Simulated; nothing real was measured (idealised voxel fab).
process module | voxel lift off
cross-section cut | 170 nm wide | cells 5 nm
A cross-section is a grid of square cells, given in bands from the top down. A band is one or more rows of cells.
Each band's line starts with the height of the band's top and of its bottom, in nm. Then come its materials from left to right, each with its width in nm. One material with "throughout" fills the band from edge to edge. "air" is empty space.
Height 0 is the level under which the wafer as received is all one material. The lowest band goes on downwards, as in "0 down".
A width such as "30 to 40" changes by the same amount from each row of cells to the next, from the band's top row to its bottom row.
"no change" after a step means that no cell of the cross-section changed.
closed voids: empty space of 8 cells or more with no open way to the top, each as width x height at its distance from the left edge, in nm
after a step's settings: what the simulator itself notes on the step
overlay nm, on a step with a mask: how far to the right of its planned place the mask lay; to the left if negative
plan
1 op RECEIVE | material Si
2 op CONFORMAL_DEP | material SiO2 | thk nm 5
3 op PATTERN | tone open | mask id LINES | material resist | width nm 30 | pitch nm 60 | thk nm 25 | overlay nm 0
4 op DIRECTIONAL_DEP | material Ru | thk nm 15
5 op STRIP | etch materials resist
6 op CONFORMAL_DEP | material SiCN | thk nm 5
as received, after step 1
  0 down: Si throughout
  closed voids: none
a wafer at the end: this start, this plan, one mistake
  25 to 20: SiCN 45 | air 20 | SiCN 40 | air 20 | SiCN 45
  20 to 10: Ru 40 | SiCN 5 | air 20 | SiCN 5 | Ru 30 | SiCN 5 | air 20 | SiCN 5 | Ru 40
  10 to 5: Ru 40 | SiCN 30 | Ru 30 | SiCN 30 | Ru 40
  5 to 0: SiO2 throughout
  0 down: Si throughout
  closed voids: none
what went wrong: step 3 ran as: op PATTERN | tone cover | mask id LINES | material resist | width nm 30 | pitch nm 60 | thk nm 25 | overlay nm 0
